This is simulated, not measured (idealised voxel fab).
Presented below is a process module, voxel fin reveal.
FYI the section here is cut, 145 nm wide, cells are 5 nm squares.
Reading order for cross-sections: top band down to bottom band. Underlying form: a grid of square cells. Band size: one or more rows of cells.
First you get the band's top height and its bottom height, in nm, and then the materials it's made of, left to right, with each width in nm. If you see a single material with "full width", that one covers the band edge to edge. "air" is empty space.
Where do heights start? At 0: under that level the wafer as delivered is made of one material only. And the lowest band has no floor; it just carries on downward, as in "z 0 and below".
Width spec "30 to 40" -> top row of cells at first value, bottom row at second value, equal per-row change in between.
No cell of the cross-section changed in a step that is given as "changes: none".
The list in "Fully closed voids" covers empty spaces of 8 cells or more that cannot reach the top through any open way, and it gives each as width x height at distance; the distance is from the left edge, and width, height and distance are in nm.
On a step's line, text after the settings is the simulator commenting on that step.
overlay nm: for a step with a mask, the amount by which the mask lay right of where it was planned; a negative amount means left of it.

So here's the lineup of process steps we planned:
1) RECEIVE: material Si
2) CONFORMAL_DEP: material SiN, thk nm 10
3) PATTERN: tone cover, mask id FINS, material resist, width nm 15, pitch nm 40, thk nm 20, overlay nm 0
4) DIRECTIONAL_ETCH: etch materials SiN, depth nm 10
5) DIRECTIONAL_ETCH: etch materials Si, depth nm 35
6) STRIP: etch materials resist
7) FILL_DEP: material SiO2, thk nm 5
8) CMP: height nm 10
9) SELECTIVE_ETCH: etch materials SiO2, depth nm 20
10) STRIP: etch materials SiN
11) CONFORMAL_DEP: material HfO2, thk nm 5
The plan's step 3 width nm is the first wafer's value; the wafers differ in this setting and start identical.

Cross-section: the first of several wafers in its as-received state, i.e. following step 1:
- z 0 and below | Si full width
- Fully closed voids: none

Quick look at the cross-section of the first of several wafers after step 11, which wraps up the module:
- z 5 to 0 | air 40; HfO2 25; air 15; HfO2 25; air 40
- z 0 to -5 | air 40; HfO2 5; Si 15; HfO2 5; air 15; HfO2 5; Si 15; HfO2 5; air 40
- z -5 to -10 | HfO2 45; Si 15; HfO2 25; Si 15; HfO2 45
- z -10 to -35 | SiO2 45; Si 15; SiO2 25; Si 15; SiO2 45
- z -35 and below | Si full width
- Fully closed voids: none

Last wafer at the end:
- z 5 to 0 | air 35; HfO2 35; air 5; HfO2 35; air 35
- z 0 to -5 | air 35; HfO2 5; Si 25; HfO2 5; air 5; HfO2 5; Si 25; HfO2 5; air 35
- z -5 to -10 | HfO2 40; Si 25; HfO2 15; Si 25; HfO2 40
- z -10 to -35 | SiO2 40; Si 25; SiO2 15; Si 25; SiO2 40
- z -35 and below | Si full width
- Fully closed voids: none

Gained (+) or lost (-) cells of each material since receipt, then closed voids: one row per wafer, at the end of the module:
width nm 15; +37 HfO2; -161 Si; +115 SiO2; Fully closed voids: none
width nm 20; +37 HfO2; -147 Si; +105 SiO2; Fully closed voids: none
width nm 25; +37 HfO2; -133 Si; +95 SiO2; Fully closed voids: none
